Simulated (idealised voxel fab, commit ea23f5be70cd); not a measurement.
process module | voxel gate over fins
The figure presents cross-section cut, which has a width of 155 nm and is divided into square cells with an edge length of 5 nm.
How to read a cross-section here: the picture is a grid of square cells, written as bands going from the top down, and any band can span one or more rows of cells.
Look at the band entry: it leads with the top's height and the bottom's height in nm. Then it lists the materials left to right, with a width in nm for each. The word "everywhere" on a single material says that material fills the band edge to edge. The word "air" is empty space.
Height 0 is the level under which the wafer as received is all one material. The lowest band goes on downwards, as in "0 and below".
Top row gets the first number, bottom row gets the second, and each row in between changes by the same step: that is how a band width like "30..40" works.
No cell of the cross-section changed in a step that is given as "left unchanged".
"Internal closed voids" lists enclosed empty spaces (at least 8 cells, no open path upward to the top), each as width x height at distance from the left edge, in nm.
after a step's settings: what the simulator itself notes on the step
On any step carrying a mask, the "overlay nm" setting, if present on the step's line, tells how far right of its planned place the mask lay; negative values point to the left.
Structure of the following material. The material consists of pairs of cross-sections. Each pair comprises the cross-section before one process step and the cross-section after that step, the latter shown only down to the lowest band that changed. The step between the cross-sections is specified beneath each pair, including its settings. Pairs are not necessarily consecutive: they may derive from different runs of this module performed on the same starting wafer. Continuity with the pair above is to be assumed only where the entry headed "State on entry" of the pair in question states it.
# State on entry
> 5 down to 0: 20 of HfO2, then 5 of air, then 50 of HfO2, then 5 of air, then 50 of HfO2, then 5 of air, then 20 of HfO2
> 0 down to -5: 15 of Si, then 5 of HfO2, then 5 of air, then 5 of HfO2, then 40 of Si, then 5 of HfO2, then 5 of air, then 5 of HfO2, then 40 of Si, then 5 of HfO2, then 5 of air, then 5 of HfO2, then 15 of Si
> -5 down to -10: 15 of Si, then 15 of HfO2, then 40 of Si, then 15 of HfO2, then 40 of Si, then 15 of HfO2, then 15 of Si
> -10 down to -30: 15 of Si, then 15 of SiO2, then 40 of Si, then 15 of SiO2, then 40 of Si, then 15 of SiO2, then 15 of Si
> -30 and below: Si everywhere
> Internal closed voids: none
# Post-Step Cross-Section
> 10 down to 5: TiN everywhere
> 5 down to 0: 20 of HfO2, then 5 of TiN, then 50 of HfO2, then 5 of TiN, then 50 of HfO2, then 5 of TiN, then 20 of HfO2
> 0 down to -5: 15 of Si, then 5 of HfO2, then 5 of TiN, then 5 of HfO2, then 40 of Si, then 5 of HfO2, then 5 of TiN, then 5 of HfO2, then 40 of Si, then 5 of HfO2, then 5 of TiN, then 5 of HfO2, then 15 of Si
> Rest of section, below -5: as before.
> Internal closed voids: none
Going from the before section above to the after section, the step was CONFORMAL_DEP,material TiN,thk nm 5
State on entry: as shown after the step in the preceding pair, directly above.
# Post-Step Cross-Section
> 25 down to 10: W everywhere
> Rest of section, below 10: as before.
> Internal closed voids: none
Going from the before section above to the after section, the step was FILL_DEP,material W,thk nm 15
State on entry: as shown after the step in the preceding pair, directly above.
# Post-Step Cross-Section
> 20 down to 10: W everywhere
> Rest of section, below 10: as before.
> Internal closed voids: none
Going from the before section above to the after section, the step was CMP,height nm 20
State on entry: as shown after the step in the preceding pair, directly above.
# Post-Step Cross-Section
> 30 down to 20: SiN everywhere
> Rest of section, below 20: as before.
> Internal closed voids: none
Going from the before section above to the after section, the step was CONFORMAL_DEP,material SiN,thk nm 10
